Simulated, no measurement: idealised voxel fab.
process module | voxel self aligned vias
cross-section cut | 220 nm wide | cells 5 nm
A cross-section is a grid of square cells, given in bands from the top down. A band is one or more rows of cells.
Each band's line starts with the height of the band's top and of its bottom, in nm. Then come its materials from left to right, each with its width in nm. One material with "throughout" fills the band from edge to edge. "air" is empty space.
Height 0 is the level under which the wafer as received is all one material. The lowest band goes on downwards, as in "0 down".
A width such as "30 to 40" changes by the same amount from each row of cells to the next, from the band's top row to its bottom row.
"no change" after a step means that no cell of the cross-section changed.
closed voids: empty space of 8 cells or more with no open way to the top, each as width x height at its distance from the left edge, in nm
after a step's settings: what the simulator itself notes on the step
overlay nm, on a step with a mask: how far to the right of its planned place the mask lay; to the left if negative
plan
1 op RECEIVE | material Si
2 op CONFORMAL_DEP | material SiO2 | thk nm 10
3 op CONFORMAL_DEP | material SiCN | thk nm 5
4 op DIRECTIONAL_DEP | material lowk | thk nm 20
5 op PATTERN | tone open | mask id LINES | material resist | width nm 25 | pitch nm 70 | thk nm 15 | overlay nm 0
6 op DIRECTIONAL_ETCH | etch materials lowk | depth nm 20
7 op STRIP | etch materials resist
8 op CONFORMAL_DEP | material TiN | thk nm 5
9 op FILL_DEP | material W | thk nm 5
10 op CMP | height nm 35
11 op SELECTIVE_ETCH | etch materials W Ru TiN | depth nm 5
12 op FILL_DEP | material SiN | thk nm 5
13 op CMP | height nm 35
14 op DIRECTIONAL_DEP | material lowk | thk nm 20
15 op PATTERN | tone open | mask id VIAS | material resist | width nm 45 | thk nm 20 | overlay nm 0
16 op DIRECTIONAL_ETCH | etch materials lowk | depth nm 20
17 op DIRECTIONAL_ETCH | etch materials SiN | depth nm 5
18 op STRIP | etch materials resist
19 op CONFORMAL_DEP | material TiN | thk nm 5
20 op FILL_DEP | material W | thk nm 5
21 op CMP | height nm 55
22 op CONFORMAL_DEP | material SiCN | thk nm 5
as received, after step 1
  0 down: Si throughout
  closed voids: none
first wafer at the end, as planned
  60 to 55: SiCN throughout
  55 to 40: lowk 50 | TiN 5 | W 35 | TiN 5 | lowk 125
  40 to 35: lowk 50 | TiN 15 | W 15 | TiN 15 | lowk 125
  35 to 30: lowk 60 | TiN 25 | lowk 45 | SiN 25 | lowk 65
  30 to 20: lowk 60 | TiN 5 | W 15 | TiN 5 | lowk 45 | TiN 5 | W 15 | TiN 5 | lowk 65
  20 to 15: lowk 60 | TiN 25 | lowk 45 | TiN 25 | lowk 65
  15 to 10: SiCN throughout
  10 to 0: SiO2 throughout
  0 down: Si throughout
  closed voids: none
second wafer at the end: like start, like plan, one mistake
  60 to 55: SiCN throughout
  55 to 40: lowk 50 | TiN 5 | W 35 | TiN 5 | lowk 125
  40 to 35: lowk 50 | TiN 45 | lowk 125
  35 to 30: SiN 50 | TiN 10 | lowk 25 | TiN 10 | SiN 35 | lowk 25 | SiN 65
  30 to 20: W 55 | TiN 5 | lowk 25 | TiN 5 | W 35 | TiN 5 | lowk 25 | TiN 5 | W 60
  20 to 15: TiN 60 | lowk 25 | TiN 45 | lowk 25 | TiN 65
  15 to 10: SiCN throughout
  10 to 0: SiO2 throughout
  0 down: Si throughout
  closed voids: none
what went wrong: step 5 ran as: op PATTERN | tone cover | mask id LINES | material resist | width nm 25 | pitch nm 70 | thk nm 15 | overlay nm 0
at the end the second wafer has, in cells: 25 more of SiN | 26 more of TiN | 45 more of W | 96 fewer of lowk
